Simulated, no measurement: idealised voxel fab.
Herein follows the process module entitled voxel capacitor over wiring.
We display cut, a cross-section 225 nm in width whose square cells are each 5 nm.
In this document a cross-section is written as a grid of square cells. It is given as a series of bands, listed from the top down, and a band is one or more rows of cells.
This entry defines a band. It first specifies the height of the band's top and the height of its bottom in nm, and then specifies the band's materials from left to right, stating each material with its width in nm. The word "throughout" identifies a single material that fills the band from edge to edge, while the word "air" identifies empty space.
Heights are reckoned from 0. Under this level, the received wafer is all of one material. The bottommost band is open-ended downward, for example "0 nm and below".
Width spec "30 to 40" -> top row of cells at first value, bottom row at second value, equal per-row change in between.
"nothing altered" -> step changed no cross-section cell.
So "Fully enclosed voids" is basically the list of trapped voids: any empty space of 8 cells or more that can't reach the top through an opening. They're written width x height at distance, the distance being from the left edge, and it's all nm.
after a step's settings: what the simulator itself notes on the step
The line of a step may include "overlay nm". On a step with a mask, this value is how far to the right of its planned place the mask lay. A negative value means the mask lay to the left.
The steps planned for the process are as follows:
1: RECEIVE (material Si)
2: CONFORMAL_DEP (material SiO2; thk nm 10)
3: DIRECTIONAL_DEP (material TiN; thk nm 5)
4: DIRECTIONAL_DEP (material W; thk nm 25)
5: DIRECTIONAL_DEP (material aC; thk nm 15)
6: PATTERN (tone cover; mask id METAL_1; material resist; width nm 20; pitch nm 90; thk nm 30; overlay nm 0)
7: DIRECTIONAL_ETCH (etch materials aC; depth nm 15)
8: STRIP (etch materials resist)
9: DIRECTIONAL_ETCH (etch materials W; depth nm 25)
10: DIRECTIONAL_ETCH (etch materials TiN; depth nm 5)
11: STRIP (etch materials aC)
12: FILL_DEP (material lowk; thk nm 5)
13: CMP (height nm 40)
14: CONFORMAL_DEP (material SiCN; thk nm 5)
15: DIRECTIONAL_DEP (material SiO2; thk nm 15)
16: DIRECTIONAL_DEP (material aC; thk nm 15)
17: PATTERN (tone open; mask id PLUG_1; material resist; width nm 15; thk nm 35; overlay nm 0)
18: DIRECTIONAL_ETCH (etch materials aC; depth nm 15)
19: STRIP (etch materials resist)
20: DIRECTIONAL_ETCH (etch materials SiO2; depth nm 15)
21: DIRECTIONAL_ETCH (etch materials SiCN; depth nm 5)
22: STRIP (etch materials aC)
23: EPI (material Ru; thk nm 10)
24: EPI (material Ru; thk nm 10)
25: DIRECTIONAL_DEP (material TiN; thk nm 10)
26: DIRECTIONAL_DEP (material Al2O3; thk nm 5)
27: DIRECTIONAL_DEP (material TiN; thk nm 5)
28: DIRECTIONAL_DEP (material aC; thk nm 15)
29: PATTERN (tone cover; mask id UPPER_PLATE; material resist; width nm 75; thk nm 35; overlay nm 0)
30: DIRECTIONAL_ETCH (etch materials aC; depth nm 15)
31: STRIP (etch materials resist)
32: DIRECTIONAL_ETCH (etch materials TiN; depth nm 5)
33: DIRECTIONAL_ETCH (etch materials Al2O3; depth nm 5)
34: STRIP (etch materials aC)
35: PATTERN (tone cover; mask id LOWER_PLATE; material resist; width nm 85; thk nm 15; overlay nm 0)
36: DIRECTIONAL_ETCH (etch materials TiN; depth nm 10)
37: STRIP (etch materials resist)
38: FILL_DEP (material SiO2; thk nm 15)
39: CMP (height nm 90)
40: MASKED_ETCH (tone open; mask id PLUG_2; width nm 15; etch materials SiO2; depth nm 10; overlay nm 0)
41: CONFORMAL_DEP (material TiN; thk nm 5)
42: FILL_DEP (material Ru; thk nm 5)
43: CMP (height nm 90)
44: CONFORMAL_DEP (material SiCN; thk nm 5)
The first wafer of two, processed as planned:
Shown in cross-section is the wafer as received, that is, as it stands after step 1:
* 0 nm and below | Si throughout
* Fully enclosed voids: none
The following cross-section depicts the wafer upon completion of step 2:
* 10 nm to 0 nm | SiO2 throughout
* Heights below 0 show no change.
The following cross-section depicts the wafer upon completion of step 3:
* 15 nm to 10 nm | TiN throughout
* Heights below 10 show no change.
The following cross-section depicts the wafer upon completion of step 4:
* 40 nm to 15 nm | W throughout
* Heights below 15 show no change.
The following cross-section depicts the wafer upon completion of step 5:
* 55 nm to 40 nm | aC throughout
* Heights below 40 show no change.
The following cross-section depicts the wafer upon completion of step 6:
* 85 nm to 55 nm | 55 of air / 20 of resist / 70 of air / 20 of resist / 60 of air
* Heights below 55 show no change.
The following cross-section depicts the wafer upon completion of step 7:
* 70 nm to 55 nm | 55 of air / 20 of resist / 70 of air / 20 of resist / 60 of air
* 55 nm to 40 nm | 55 of air / 20 of aC / 70 of air / 20 of aC / 60 of air
* Heights below 40 show no change.
The following cross-section depicts the wafer upon completion of step 8:
* 55 nm to 40 nm | 55 of air / 20 of aC / 70 of air / 20 of aC / 60 of air
* Heights below 40 show no change.
The following cross-section depicts the wafer upon completion of step 9:
* 55 nm to 40 nm | 55 of air / 20 of aC / 70 of air / 20 of aC / 60 of air
* 40 nm to 15 nm | 55 of air / 20 of W / 70 of air / 20 of W / 60 of air
* Heights below 15 show no change.
The following cross-section depicts the wafer upon completion of step 10:
* 55 nm to 40 nm | 55 of air / 20 of aC / 70 of air / 20 of aC / 60 of air
* 40 nm to 15 nm | 55 of air / 20 of W / 70 of air / 20 of W / 60 of air
* 15 nm to 10 nm | 55 of air / 20 of TiN / 70 of air / 20 of TiN / 60 of air
* Heights below 10 show no change.
The following cross-section depicts the wafer upon completion of step 11:
* 40 nm to 15 nm | 55 of air / 20 of W / 70 of air / 20 of W / 60 of air
* Heights below 15 show no change.
The following cross-section depicts the wafer upon completion of step 12:
* 45 nm to 40 nm | lowk throughout
* 40 nm to 15 nm | 55 of lowk / 20 of W / 70 of lowk / 20 of W / 60 of lowk
* 15 nm to 10 nm | 55 of lowk / 20 of TiN / 70 of lowk / 20 of TiN / 60 of lowk
* Heights below 10 show no change.
The following cross-section depicts the wafer upon completion of step 13:
* 40 nm to 15 nm | 55 of lowk / 20 of W / 70 of lowk / 20 of W / 60 of lowk
* Heights below 15 show no change.
The following cross-section depicts the wafer upon completion of step 14:
* 45 nm to 40 nm | SiCN throughout
* Heights below 40 show no change.
The following cross-section depicts the wafer upon completion of step 15:
* 60 nm to 45 nm | SiO2 throughout
* Heights below 45 show no change.
The following cross-section depicts the wafer upon completion of step 16:
* 75 nm to 60 nm | aC throughout
* Heights below 60 show no change.
The following cross-section depicts the wafer upon completion of step 17:
* 110 nm to 75 nm | 60 of resist / 15 of air / 150 of resist
* Heights below 75 show no change.
The following cross-section depicts the wafer upon completion of step 18:
* 95 nm to 75 nm | 60 of resist / 15 of air / 150 of resist
* 75 nm to 60 nm | 60 of aC / 15 of air / 150 of aC
* Heights below 60 show no change.
The following cross-section depicts the wafer upon completion of step 19:
* 75 nm to 60 nm | 60 of aC / 15 of air / 150 of aC
* Heights below 60 show no change.
The following cross-section depicts the wafer upon completion of step 20:
* 75 nm to 60 nm | 60 of aC / 15 of air / 150 of aC
* 60 nm to 45 nm | 60 of SiO2 / 15 of air / 150 of SiO2
* Heights below 45 show no change.
The following cross-section depicts the wafer upon completion of step 21:
* 75 nm to 60 nm | 60 of aC / 15 of air / 150 of aC
* 60 nm to 45 nm | 60 of SiO2 / 15 of air / 150 of SiO2
* 45 nm to 40 nm | 60 of SiCN / 15 of air / 150 of SiCN
* Heights below 40 show no change.
The following cross-section depicts the wafer upon completion of step 22:
* 60 nm to 45 nm | 60 of SiO2 / 15 of air / 150 of SiO2
* Heights below 45 show no change.
The following cross-section depicts the wafer upon completion of step 23:
* 60 nm to 50 nm | 60 of SiO2 / 15 of air / 150 of SiO2
* 50 nm to 45 nm | 60 of SiO2 / 15 of Ru / 150 of SiO2
* 45 nm to 40 nm | 60 of SiCN / 15 of Ru / 150 of SiCN
* Heights below 40 show no change.
The following cross-section depicts the wafer upon completion of step 24:
* 60 nm to 45 nm | 60 of SiO2 / 15 of Ru / 150 of SiO2
* Heights below 45 show no change.
The following cross-section depicts the wafer upon completion of step 25:
* 70 nm to 60 nm | TiN throughout
* Heights below 60 show no change.
The following cross-section depicts the wafer upon completion of step 26:
* 75 nm to 70 nm | Al2O3 throughout
* Heights below 70 show no change.
The following cross-section depicts the wafer upon completion of step 27:
* 80 nm to 75 nm | TiN throughout
* Heights below 75 show no change.
The following cross-section depicts the wafer upon completion of step 28:
* 95 nm to 80 nm | aC throughout
* Heights below 80 show no change.
The following cross-section depicts the wafer upon completion of step 29:
* 130 nm to 95 nm | 60 of air / 75 of resist / 90 of air
* Heights below 95 show no change.
The following cross-section depicts the wafer upon completion of step 30:
* 115 nm to 95 nm | 60 of air / 75 of resist / 90 of air
* 95 nm to 80 nm | 60 of air / 75 of aC / 90 of air
* Heights below 80 show no change.
The following cross-section depicts the wafer upon completion of step 31:
* 95 nm to 80 nm | 60 of air / 75 of aC / 90 of air
* Heights below 80 show no change.
The following cross-section depicts the wafer upon completion of step 32:
* 95 nm to 80 nm | 60 of air / 75 of aC / 90 of air
* 80 nm to 75 nm | 60 of air / 75 of TiN / 90 of air
* Heights below 75 show no change.
The following cross-section depicts the wafer upon completion of step 33:
* 95 nm to 80 nm | 60 of air / 75 of aC / 90 of air
* 80 nm to 75 nm | 60 of air / 75 of TiN / 90 of air
* 75 nm to 70 nm | 60 of air / 75 of Al2O3 / 90 of air
* Heights below 70 show no change.
The following cross-section depicts the wafer upon completion of step 34:
* 80 nm to 75 nm | 60 of air / 75 of TiN / 90 of air
* Heights below 75 show no change.
The following cross-section depicts the wafer upon completion of step 35:
* 95 nm to 80 nm | 55 of air / 85 of resist / 85 of air
* 80 nm to 75 nm | 55 of air / 5 of resist / 75 of TiN / 5 of resist / 85 of air
* 75 nm to 70 nm | 55 of air / 5 of resist / 75 of Al2O3 / 5 of resist / 85 of air
* Heights below 70 show no change.
The following cross-section depicts the wafer upon completion of step 36:
* 95 nm to 80 nm | 55 of air / 85 of resist / 85 of air
* 80 nm to 75 nm | 55 of air / 5 of resist / 75 of TiN / 5 of resist / 85 of air
* 75 nm to 70 nm | 55 of air / 5 of resist / 75 of Al2O3 / 5 of resist / 85 of air
* 70 nm to 60 nm | 55 of air / 85 of TiN / 85 of air
* Heights below 60 show no change.
The following cross-section depicts the wafer upon completion of step 37:
* 80 nm to 75 nm | 60 of air / 75 of TiN / 90 of air
* 75 nm to 70 nm | 60 of air / 75 of Al2O3 / 90 of air
* Heights below 70 show no change.
The following cross-section depicts the wafer upon completion of step 38:
* 95 nm to 80 nm | SiO2 throughout
* 80 nm to 75 nm | 60 of SiO2 / 75 of TiN / 90 of SiO2
* 75 nm to 70 nm | 60 of SiO2 / 75 of Al2O3 / 90 of SiO2
* 70 nm to 60 nm | 55 of SiO2 / 85 of TiN / 85 of SiO2
* Heights below 60 show no change.
The following cross-section depicts the wafer upon completion of step 39:
* 90 nm to 80 nm | SiO2 throughout
* Heights below 80 show no change.
The following cross-section depicts the wafer upon completion of step 40:
* 90 nm to 80 nm | 70 of SiO2 / 15 of air / 140 of SiO2
* Heights below 80 show no change.
The following cross-section depicts the wafer upon completion of step 41:
* 95 nm to 90 nm | 75 of TiN / 5 of air / 145 of TiN
* 90 nm to 85 nm | 70 of SiO2 / 5 of TiN / 5 of air / 5 of TiN / 140 of SiO2
* 85 nm to 75 nm | 70 to 60 of SiO2 / 15 to 75 of TiN / 140 to 90 of SiO2
* Heights below 75 show no change.
The following cross-section depicts the wafer upon completion of step 42:
* 100 nm to 95 nm | Ru throughout
* 95 nm to 90 nm | 75 of TiN / 5 of Ru / 145 of TiN
* 90 nm to 85 nm | 70 of SiO2 / 5 of TiN / 5 of Ru / 5 of TiN / 140 of SiO2
* Heights below 85 show no change.
The following cross-section depicts the wafer upon completion of step 43:
* 90 nm to 85 nm | 70 of SiO2 / 5 of TiN / 5 of Ru / 5 of TiN / 140 of SiO2
* Heights below 85 show no change.
The following cross-section depicts the wafer upon completion of step 44:
* 95 nm to 90 nm | SiCN throughout
* Heights below 90 show no change.
Wafer two. Identical start, identical plan. One mistake in execution. Identical history through step 5:
Second wafer, sectioned view, at step 6's planned end time:
* 85 nm to 55 nm | 55 of air / 25 of resist / 65 of air / 25 of resist / 55 of air
* Heights below 55 show no change.
Second wafer, sectioned view, at step 7's planned end time:
* 70 nm to 55 nm | 55 of air / 25 of resist / 65 of air / 25 of resist / 55 of air
* 55 nm to 40 nm | 55 of air / 25 of aC / 65 of air / 25 of aC / 55 of air
* Heights below 40 show no change.
Second wafer, sectioned view, at step 8's planned end time:
* 55 nm to 40 nm | 55 of air / 25 of aC / 65 of air / 25 of aC / 55 of air
* Heights below 40 show no change.
Second wafer, sectioned view, at step 9's planned end time:
* 55 nm to 40 nm | 55 of air / 25 of aC / 65 of air / 25 of aC / 55 of air
* 40 nm to 15 nm | 55 of air / 25 of W / 65 of air / 25 of W / 55 of air
* Heights below 15 show no change.
Second wafer, sectioned view, at step 10's planned end time:
* 55 nm to 40 nm | 55 of air / 25 of aC / 65 of air / 25 of aC / 55 of air
* 40 nm to 15 nm | 55 of air / 25 of W / 65 of air / 25 of W / 55 of air
* 15 nm to 10 nm | 55 of air / 25 of TiN / 65 of air / 25 of TiN / 55 of air
* Heights below 10 show no change.
Second wafer, sectioned view, at step 11's planned end time:
* 40 nm to 15 nm | 55 of air / 25 of W / 65 of air / 25 of W / 55 of air
* Heights below 15 show no change.
Second wafer, sectioned view, at step 12's planned end time:
* 45 nm to 40 nm | lowk throughout
* 40 nm to 15 nm | 55 of lowk / 25 of W / 65 of lowk / 25 of W / 55 of lowk
* 15 nm to 10 nm | 55 of lowk / 25 of TiN / 65 of lowk / 25 of TiN / 55 of lowk
* Heights below 10 show no change.
Second wafer, sectioned view, at step 13's planned end time:
* 40 nm to 15 nm | 55 of lowk / 25 of W / 65 of lowk / 25 of W / 55 of lowk
* Heights below 15 show no change.
Second wafer, sectioned view, at step 14's planned end time:
* 45 nm to 40 nm | SiCN throughout
* Heights below 40 show no change.
Second wafer, sectioned view, at step 15's planned end time:
* 60 nm to 45 nm | SiO2 throughout
* Heights below 45 show no change.
Second wafer, sectioned view, at step 16's planned end time:
* 75 nm to 60 nm | aC throughout
* Heights below 60 show no change.
Second wafer, sectioned view, at step 17's planned end time:
* 110 nm to 75 nm | 60 of resist / 15 of air / 150 of resist
* Heights below 75 show no change.
Second wafer, sectioned view, at step 18's planned end time:
* 95 nm to 75 nm | 60 of resist / 15 of air / 150 of resist
* 75 nm to 60 nm | 60 of aC / 15 of air / 150 of aC
* Heights below 60 show no change.
Second wafer, sectioned view, at step 19's planned end time:
* 75 nm to 60 nm | 60 of aC / 15 of air / 150 of aC
* Heights below 60 show no change.
Second wafer, sectioned view, at step 20's planned end time:
* 75 nm to 60 nm | 60 of aC / 15 of air / 150 of aC
* 60 nm to 45 nm | 60 of SiO2 / 15 of air / 150 of SiO2
* Heights below 45 show no change.
Second wafer, sectioned view, at step 21's planned end time:
* 75 nm to 60 nm | 60 of aC / 15 of air / 150 of aC
* 60 nm to 45 nm | 60 of SiO2 / 15 of air / 150 of SiO2
* 45 nm to 40 nm | 60 of SiCN / 15 of air / 150 of SiCN
* Heights below 40 show no change.
Second wafer, sectioned view, at step 22's planned end time:
* 60 nm to 45 nm | 60 of SiO2 / 15 of air / 150 of SiO2
* Heights below 45 show no change.
Second wafer, sectioned view, at step 23's planned end time:
* 60 nm to 50 nm | 60 of SiO2 / 15 of air / 150 of SiO2
* 50 nm to 45 nm | 60 of SiO2 / 15 of Ru / 150 of SiO2
* 45 nm to 40 nm | 60 of SiCN / 15 of Ru / 150 of SiCN
* Heights below 40 show no change.
Second wafer, sectioned view, at step 24's planned end time:
* 60 nm to 45 nm | 60 of SiO2 / 15 of Ru / 150 of SiO2
* Heights below 45 show no change.
Second wafer, sectioned view, at step 25's planned end time:
* 70 nm to 60 nm | TiN throughout
* Heights below 60 show no change.
Second wafer, sectioned view, at step 26's planned end time:
* 75 nm to 70 nm | Al2O3 throughout
* Heights below 70 show no change.
Second wafer, sectioned view, at step 27's planned end time:
* 80 nm to 75 nm | TiN throughout
* Heights below 75 show no change.
Second wafer, sectioned view, at step 28's planned end time:
* 95 nm to 80 nm | aC throughout
* Heights below 80 show no change.
Second wafer, sectioned view, at step 29's planned end time:
* 130 nm to 95 nm | 60 of air / 75 of resist / 90 of air
* Heights below 95 show no change.
Second wafer, sectioned view, at step 30's planned end time:
* 115 nm to 95 nm | 60 of air / 75 of resist / 90 of air
* 95 nm to 80 nm | 60 of air / 75 of aC / 90 of air
* Heights below 80 show no change.
Second wafer, sectioned view, at step 31's planned end time:
* 95 nm to 80 nm | 60 of air / 75 of aC / 90 of air
* Heights below 80 show no change.
Second wafer, sectioned view, at step 32's planned end time:
* 95 nm to 80 nm | 60 of air / 75 of aC / 90 of air
* 80 nm to 75 nm | 60 of air / 75 of TiN / 90 of air
* Heights below 75 show no change.
Second wafer, sectioned view, at step 33's planned end time:
* 95 nm to 80 nm | 60 of air / 75 of aC / 90 of air
* 80 nm to 75 nm | 60 of air / 75 of TiN / 90 of air
* 75 nm to 70 nm | 60 of air / 75 of Al2O3 / 90 of air
* Heights below 70 show no change.
Second wafer, sectioned view, at step 34's planned end time:
* 80 nm to 75 nm | 60 of air / 75 of TiN / 90 of air
* Heights below 75 show no change.
Second wafer, sectioned view, at step 35's planned end time:
* 95 nm to 80 nm | 55 of air / 85 of resist / 85 of air
* 80 nm to 75 nm | 55 of air / 5 of resist / 75 of TiN / 5 of resist / 85 of air
* 75 nm to 70 nm | 55 of air / 5 of resist / 75 of Al2O3 / 5 of resist / 85 of air
* Heights below 70 show no change.
Second wafer, sectioned view, at step 36's planned end time:
* 95 nm to 80 nm | 55 of air / 85 of resist / 85 of air
* 80 nm to 75 nm | 55 of air / 5 of resist / 75 of TiN / 5 of resist / 85 of air
* 75 nm to 70 nm | 55 of air / 5 of resist / 75 of Al2O3 / 5 of resist / 85 of air
* 70 nm to 60 nm | 55 of air / 85 of TiN / 85 of air
* Heights below 60 show no change.
Second wafer, sectioned view, at step 37's planned end time:
* 80 nm to 75 nm | 60 of air / 75 of TiN / 90 of air
* 75 nm to 70 nm | 60 of air / 75 of Al2O3 / 90 of air
* Heights below 70 show no change.
Second wafer, sectioned view, at step 38's planned end time:
* 95 nm to 80 nm | SiO2 throughout
* 80 nm to 75 nm | 60 of SiO2 / 75 of TiN / 90 of SiO2
* 75 nm to 70 nm | 60 of SiO2 / 75 of Al2O3 / 90 of SiO2
* 70 nm to 60 nm | 55 of SiO2 / 85 of TiN / 85 of SiO2
* Heights below 60 show no change.
Second wafer, sectioned view, at step 39's planned end time:
* 90 nm to 80 nm | SiO2 throughout
* Heights below 80 show no change.
Second wafer, sectioned view, at step 40's planned end time:
* 90 nm to 80 nm | 70 of SiO2 / 15 of air / 140 of SiO2
* Heights below 80 show no change.
Second wafer, sectioned view, at step 41's planned end time:
* 95 nm to 90 nm | 75 of TiN / 5 of air / 145 of TiN
* 90 nm to 85 nm | 70 of SiO2 / 5 of TiN / 5 of air / 5 of TiN / 140 of SiO2
* 85 nm to 75 nm | 70 to 60 of SiO2 / 15 to 75 of TiN / 140 to 90 of SiO2
* Heights below 75 show no change.
Second wafer, sectioned view, at step 42's planned end time:
* 100 nm to 95 nm | Ru throughout
* 95 nm to 90 nm | 75 of TiN / 5 of Ru / 145 of TiN
* 90 nm to 85 nm | 70 of SiO2 / 5 of TiN / 5 of Ru / 5 of TiN / 140 of SiO2
* Heights below 85 show no change.
Second wafer, sectioned view, at step 43's planned end time:
* 90 nm to 85 nm | 70 of SiO2 / 5 of TiN / 5 of Ru / 5 of TiN / 140 of SiO2
* Heights below 85 show no change.
Second wafer, sectioned view, at step 44's planned end time:
* 95 nm to 90 nm | SiCN throughout
* Heights below 90 show no change.
So what did we get wrong on this run? step 6, actual vs plan mismatch, actual run PATTERN (tone cover; mask id METAL_1; material resist; width nm 25; pitch nm 90; thk nm 30; overlay nm 0)
Bottom line after processing is that, in cells, the second wafer is up or down on some materials versus the first: +2 TiN; +10 W; -12 lowk
